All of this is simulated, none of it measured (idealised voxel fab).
Process module in this document: voxel fin reveal
The figure presents cross-section cut, which has a width of 165 nm and is divided into square cells with an edge length of 5 nm.
For the purposes of this document, a cross-section shall be understood as a grid of square cells, specified as bands listed in top-to-bottom order, each band consisting of one or more rows of cells. Top height, bottom height, nm. Materials left to right, width each, nm. Single material + "everywhere" = fills band edge to edge. "air" = empty. We count height from 0. Below that, the starting wafer is all one material. The lowest band never ends at the bottom but goes on down; see "z 0 and below" for how that is written. Graded width ("30->40"): value in top row of band = first number; value in bottom row = second number; row-to-row change constant. "identical to before" for a step: no cell of the cross-section changed in that step. In the "Enclosed cavities" entry, you get each enclosed empty space of 8 cells or more, one with no open way to the top, written width x height at distance, distance from the left edge, in nm. Text after the settings on a step's line: the simulator's own remark on that step. overlay nm, on a step with a mask: how far to the right of its planned place the mask lay; to the left if negative.

List of planned process steps:
1 RECEIVE,material Si
2 CONFORMAL_DEP,material SiN,thk nm 5
3 PATTERN,tone cover,mask id FINS,material resist,width nm 15,pitch nm 35,thk nm 20,overlay nm 0
4 DIRECTIONAL_ETCH,etch materials SiN,depth nm 5
5 DIRECTIONAL_ETCH,etch materials Si,depth nm 30
6 STRIP,etch materials resist
7 OXIDIZE,depth nm 5
8 FILL_DEP,material SiO2,thk nm 5
9 CMP,height nm 5
10 SELECTIVE_ETCH,etch materials SiO2,depth nm 20
11 STRIP,etch materials SiN
12 CONFORMAL_DEP,material HfO2,thk nm 5

As received, after step 1:
- z 0 and below = Si everywhere
- Enclosed cavities: none

Cross-sectional image of the first of two wafers at the end of the module, the run having proceeded as planned:
- z 5 to 0 = air 20, HfO2 15, air 20, HfO2 15, air 20, HfO2 15, air 20, HfO2 15, air 25
- z 0 to -10 = air 20, HfO2 5, Si 5, HfO2 5, air 20, HfO2 5, Si 5, HfO2 5, air 20, HfO2 5, Si 5, HfO2 5, air 20, HfO2 5, Si 5, HfO2 5, air 25
- z -10 to -15 = HfO2 25, Si 5, HfO2 30, Si 5, HfO2 30, Si 5, HfO2 30, Si 5, HfO2 30
- z -15 to -35 = SiO2 25, Si 5, SiO2 30, Si 5, SiO2 30, Si 5, SiO2 30, Si 5, SiO2 30
- z -35 and below = Si everywhere
- Enclosed cavities: none

Second wafer of the two, sectioned at the end of the module. It began like the first and followed the same plan, but one mistake was made while running it:
- z 15 to 0 = air 10, HfO2 140, air 15
- z 0 to -15 = HfO2 25, Si 5, HfO2 30, Si 5, HfO2 30, Si 5, HfO2 30, Si 5, HfO2 30
- z -15 to -35 = SiO2 25, Si 5, SiO2 30, Si 5, SiO2 30, Si 5, SiO2 30, Si 5, SiO2 30
- z -35 and below = Si everywhere
- Enclosed cavities: none
In executing the process, a mistake was made relative to the plan: for step 12, the planned setting was not used; the step was instead run as CONFORMAL_DEP,material HfO2,thk nm 15
at the end the second wafer has, in cells: +114 HfO2
